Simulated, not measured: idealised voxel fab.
Proc. module: voxel self aligned vias
The figure presents cross-section cut, which has a width of 230 nm and is divided into square cells with an edge length of 5 nm.
Cross-sections here: square-cell grids, written as top-down lists of bands, a band being one or more rows of cells.
Heights first: top, then bottom, in nm. Then materials, left to right, each with a width in nm. "full width" on a single material: fills the band edge to edge. "air": empty space.
Zero point of the height axis is 0; under it, received wafer = one material. Lowest band: continues down indefinitely, "from 0 down".
A width given as "30->40" starts at the first number in the band's top row and ends at the second number in its bottom row, shifting by an equal amount at every step from row to row.
Given "no alterations made" for a step, no cell of the cross-section differs between before and after that step.
Closed empty spaces (no open way to the top) of 8 cells or more are what "Sealed void listing" lists, each as width x height at distance from the left edge, nm for all three.
That trailing text on a step's line, after the settings, is the simulator's own remark on the step.
A step's line can hold "overlay nm"; with a mask on that step, the setting says how far right of the planned place the mask lay, while a negative setting says it lay to the left.

SO HERE'S THE LINEUP OF PROCESS STEPS WE PLANNED
1 op RECEIVE | material Si
2 op CONFORMAL_DEP | material SiO2 | thk nm 10
3 op CONFORMAL_DEP | material SiCN | thk nm 5
4 op DIRECTIONAL_DEP | material SiO2 | thk nm 30
5 op DIRECTIONAL_DEP | material aC | thk nm 10
6 op PATTERN | tone open | mask id LINES | material resist | width nm 30 | pitch nm 55 | thk nm 30 | overlay nm 0
7 op DIRECTIONAL_ETCH | etch materials aC | depth nm 10
8 op STRIP | etch materials resist
9 op DIRECTIONAL_ETCH | etch materials SiO2 | depth nm 30
10 op STRIP | etch materials aC
11 op CONFORMAL_DEP | material TiN | thk nm 5
12 op FILL_DEP | material Ru | thk nm 5
13 op CMP | height nm 45
14 op SELECTIVE_ETCH | etch materials W Ru TiN | depth nm 10
15 op FILL_DEP | material SiN | thk nm 10
16 op CMP | height nm 45
17 op DIRECTIONAL_DEP | material SiO2 | thk nm 15
18 op DIRECTIONAL_DEP | material aC | thk nm 10
19 op PATTERN | tone open | mask id VIAS | material resist | width nm 40 | thk nm 30 | overlay nm 0
20 op DIRECTIONAL_ETCH | etch materials aC | depth nm 10
21 op STRIP | etch materials resist
22 op DIRECTIONAL_ETCH | etch materials SiO2 | depth nm 15
23 op DIRECTIONAL_ETCH | etch materials SiN | depth nm 10
24 op STRIP | etch materials aC
25 op CONFORMAL_DEP | material TiN | thk nm 5
26 op FILL_DEP | material Cu | thk nm 5
27 op CMP | height nm 60
28 op CONFORMAL_DEP | material SiN | thk nm 5

THE FIRST OF THE TWO WAFERS, WHICH RAN AS PLANNED

CROSS-SECTION OF THE INCOMING WAFER, STATE AFTER STEP 1
> from 0 down: Si full width
> Sealed void listing: none

STEP 2 COMPLETE: CROSS-SECTION THROUGH THE WAFER
> from 10 to 0: SiO2 full width
> below 0: unchanged

STEP 3 COMPLETE: CROSS-SECTION THROUGH THE WAFER
> from 15 to 10: SiCN full width
> below 10: unchanged

STEP 4 COMPLETE: CROSS-SECTION THROUGH THE WAFER
> from 45 to 15: SiO2 full width
> below 15: unchanged

STEP 5 COMPLETE: CROSS-SECTION THROUGH THE WAFER
> from 55 to 45: aC full width
> below 45: unchanged

STEP 6 COMPLETE: CROSS-SECTION THROUGH THE WAFER
> from 85 to 55: 70 of resist  30 of air  25 of resist  30 of air  75 of resist
> below 55: unchanged

STEP 7 COMPLETE: CROSS-SECTION THROUGH THE WAFER
> from 75 to 55: 70 of resist  30 of air  25 of resist  30 of air  75 of resist
> from 55 to 45: 70 of aC  30 of air  25 of aC  30 of air  75 of aC
> below 45: unchanged

STEP 8 COMPLETE: CROSS-SECTION THROUGH THE WAFER
> from 55 to 45: 70 of aC  30 of air  25 of aC  30 of air  75 of aC
> below 45: unchanged

STEP 9 COMPLETE: CROSS-SECTION THROUGH THE WAFER
> from 55 to 45: 70 of aC  30 of air  25 of aC  30 of air  75 of aC
> from 45 to 15: 70 of SiO2  30 of air  25 of SiO2  30 of air  75 of SiO2
> below 15: unchanged

STEP 10 COMPLETE: CROSS-SECTION THROUGH THE WAFER
> from 45 to 15: 70 of SiO2  30 of air  25 of SiO2  30 of air  75 of SiO2
> below 15: unchanged

STEP 11 COMPLETE: CROSS-SECTION THROUGH THE WAFER
> from 50 to 45: 75 of TiN  20 of air  35 of TiN  20 of air  80 of TiN
> from 45 to 20: 70 of SiO2  5 of TiN  20 of air  5 of TiN  25 of SiO2  5 of TiN  20 of air  5 of TiN  75 of SiO2
> from 20 to 15: 70 of SiO2  30 of TiN  25 of SiO2  30 of TiN  75 of SiO2
> below 15: unchanged

STEP 12 COMPLETE: CROSS-SECTION THROUGH THE WAFER
> from 55 to 50: Ru full width
> from 50 to 45: 75 of TiN  20 of Ru  35 of TiN  20 of Ru  80 of TiN
> from 45 to 20: 70 of SiO2  5 of TiN  20 of Ru  5 of TiN  25 of SiO2  5 of TiN  20 of Ru  5 of TiN  75 of SiO2
> below 20: unchanged

STEP 13 COMPLETE: CROSS-SECTION THROUGH THE WAFER
> from 45 to 20: 70 of SiO2  5 of TiN  20 of Ru  5 of TiN  25 of SiO2  5 of TiN  20 of Ru  5 of TiN  75 of SiO2
> below 20: unchanged

STEP 14 COMPLETE: CROSS-SECTION THROUGH THE WAFER
> from 45 to 35: 70 of SiO2  30 of air  25 of SiO2  30 of air  75 of SiO2
> below 35: unchanged

STEP 15 COMPLETE: CROSS-SECTION THROUGH THE WAFER
> from 55 to 45: SiN full width
> from 45 to 35: 70 of SiO2  30 of SiN  25 of SiO2  30 of SiN  75 of SiO2
> below 35: unchanged

STEP 16 COMPLETE: CROSS-SECTION THROUGH THE WAFER
> from 45 to 35: 70 of SiO2  30 of SiN  25 of SiO2  30 of SiN  75 of SiO2
> below 35: unchanged

STEP 17 COMPLETE: CROSS-SECTION THROUGH THE WAFER
> from 60 to 45: SiO2 full width
> below 45: unchanged

STEP 18 COMPLETE: CROSS-SECTION THROUGH THE WAFER
> from 70 to 60: aC full width
> below 60: unchanged

STEP 19 COMPLETE: CROSS-SECTION THROUGH THE WAFER
> from 100 to 70: 65 of resist  40 of air  125 of resist
> below 70: unchanged

STEP 20 COMPLETE: CROSS-SECTION THROUGH THE WAFER
> from 90 to 70: 65 of resist  40 of air  125 of resist
> from 70 to 60: 65 of aC  40 of air  125 of aC
> below 60: unchanged

STEP 21 COMPLETE: CROSS-SECTION THROUGH THE WAFER
> from 70 to 60: 65 of aC  40 of air  125 of aC
> below 60: unchanged

STEP 22 COMPLETE: CROSS-SECTION THROUGH THE WAFER
> from 70 to 60: 65 of aC  40 of air  125 of aC
> from 60 to 45: 65 of SiO2  40 of air  125 of SiO2
> below 45: unchanged

STEP 23 COMPLETE: CROSS-SECTION THROUGH THE WAFER
> from 70 to 60: 65 of aC  40 of air  125 of aC
> from 60 to 45: 65 of SiO2  40 of air  125 of SiO2
> from 45 to 35: 70 of SiO2  30 of air  25 of SiO2  30 of SiN  75 of SiO2
> below 35: unchanged

STEP 24 COMPLETE: CROSS-SECTION THROUGH THE WAFER
> from 60 to 45: 65 of SiO2  40 of air  125 of SiO2
> below 45: unchanged

STEP 25 COMPLETE: CROSS-SECTION THROUGH THE WAFER
> from 65 to 60: 70 of TiN  30 of air  130 of TiN
> from 60 to 50: 65 of SiO2  5 of TiN  30 of air  5 of TiN  125 of SiO2
> from 50 to 45: 65 of SiO2  10 of TiN  20 of air  10 of TiN  125 of SiO2
> from 45 to 40: 70 of SiO2  5 of TiN  20 of air  5 of TiN  25 of SiO2  30 of SiN  75 of SiO2
> from 40 to 35: 70 of SiO2  30 of TiN  25 of SiO2  30 of SiN  75 of SiO2
> below 35: unchanged

STEP 26 COMPLETE: CROSS-SECTION THROUGH THE WAFER
> from 70 to 65: Cu full width
> from 65 to 60: 70 of TiN  30 of Cu  130 of TiN
> from 60 to 50: 65 of SiO2  5 of TiN  30 of Cu  5 of TiN  125 of SiO2
> from 50 to 45: 65 of SiO2  10 of TiN  20 of Cu  10 of TiN  125 of SiO2
> from 45 to 40: 70 of SiO2  5 of TiN  20 of Cu  5 of TiN  25 of SiO2  30 of SiN  75 of SiO2
> below 40: unchanged

STEP 27 COMPLETE: CROSS-SECTION THROUGH THE WAFER
> from 60 to 50: 65 of SiO2  5 of TiN  30 of Cu  5 of TiN  125 of SiO2
> below 50: unchanged

STEP 28 COMPLETE: CROSS-SECTION THROUGH THE WAFER
> from 65 to 60: SiN full width
> below 60: unchanged

SECOND WAFER (IDENTICAL START AND PLAN, ONE PROCESSING ERROR; MATCHES FIRST WAFER THROUGH STEP 21)

X-SECTION, SECOND WAFER, WHEN STEP 22 WAS DUE TO FINISH
> from 70 to 60: 65 of aC  40 of air  125 of aC
> from 60 to 45: 65 of SiO2  40 of air  125 of SiO2
> from 45 to 35: 65 of SiO2  5 of air  30 of SiN  5 of air  20 of SiO2  30 of SiN  75 of SiO2
> from 35 to 30: 65 of SiO2  5 of air  5 of TiN  20 of Ru  5 of TiN  5 of air  20 of SiO2  5 of TiN  20 of Ru  5 of TiN  75 of SiO2
> below 30: unchanged

X-SECTION, SECOND WAFER, WHEN STEP 23 WAS DUE TO FINISH
> from 70 to 60: 65 of aC  40 of air  125 of aC
> from 60 to 45: 65 of SiO2  40 of air  125 of SiO2
> from 45 to 35: 65 of SiO2  40 of air  20 of SiO2  30 of SiN  75 of SiO2
> below 35: unchanged

X-SECTION, SECOND WAFER, WHEN STEP 24 WAS DUE TO FINISH
> from 60 to 45: 65 of SiO2  40 of air  125 of SiO2
> below 45: unchanged

X-SECTION, SECOND WAFER, WHEN STEP 25 WAS DUE TO FINISH
> from 65 to 60: 70 of TiN  30 of air  130 of TiN
> from 60 to 45: 65 of SiO2  5 of TiN  30 of air  5 of TiN  125 of SiO2
> from 45 to 40: 65 of SiO2  5 of TiN  30 of air  5 of TiN  20 of SiO2  30 of SiN  75 of SiO2
> from 40 to 35: 65 of SiO2  40 of TiN  20 of SiO2  30 of SiN  75 of SiO2
> from 35 to 30: 65 of SiO2  10 of TiN  20 of Ru  10 of TiN  20 of SiO2  5 of TiN  20 of Ru  5 of TiN  75 of SiO2
> below 30: unchanged

X-SECTION, SECOND WAFER, WHEN STEP 26 WAS DUE TO FINISH
> from 70 to 65: Cu full width
> from 65 to 60: 70 of TiN  30 of Cu  130 of TiN
> from 60 to 45: 65 of SiO2  5 of TiN  30 of Cu  5 of TiN  125 of SiO2
> from 45 to 40: 65 of SiO2  5 of TiN  30 of Cu  5 of TiN  20 of SiO2  30 of SiN  75 of SiO2
> below 40: unchanged

X-SECTION, SECOND WAFER, WHEN STEP 27 WAS DUE TO FINISH
> from 60 to 45: 65 of SiO2  5 of TiN  30 of Cu  5 of TiN  125 of SiO2
> below 45: unchanged

X-SECTION, SECOND WAFER, WHEN STEP 28 WAS DUE TO FINISH
> from 65 to 60: SiN full width
> below 60: unchanged
Error vs. plan: step 22 of the plan was performed twice
Counted in cells at the end, the second wafer holds more or fewer of these materials than the first: +4 Cu; -6 SiO2; +2 TiN
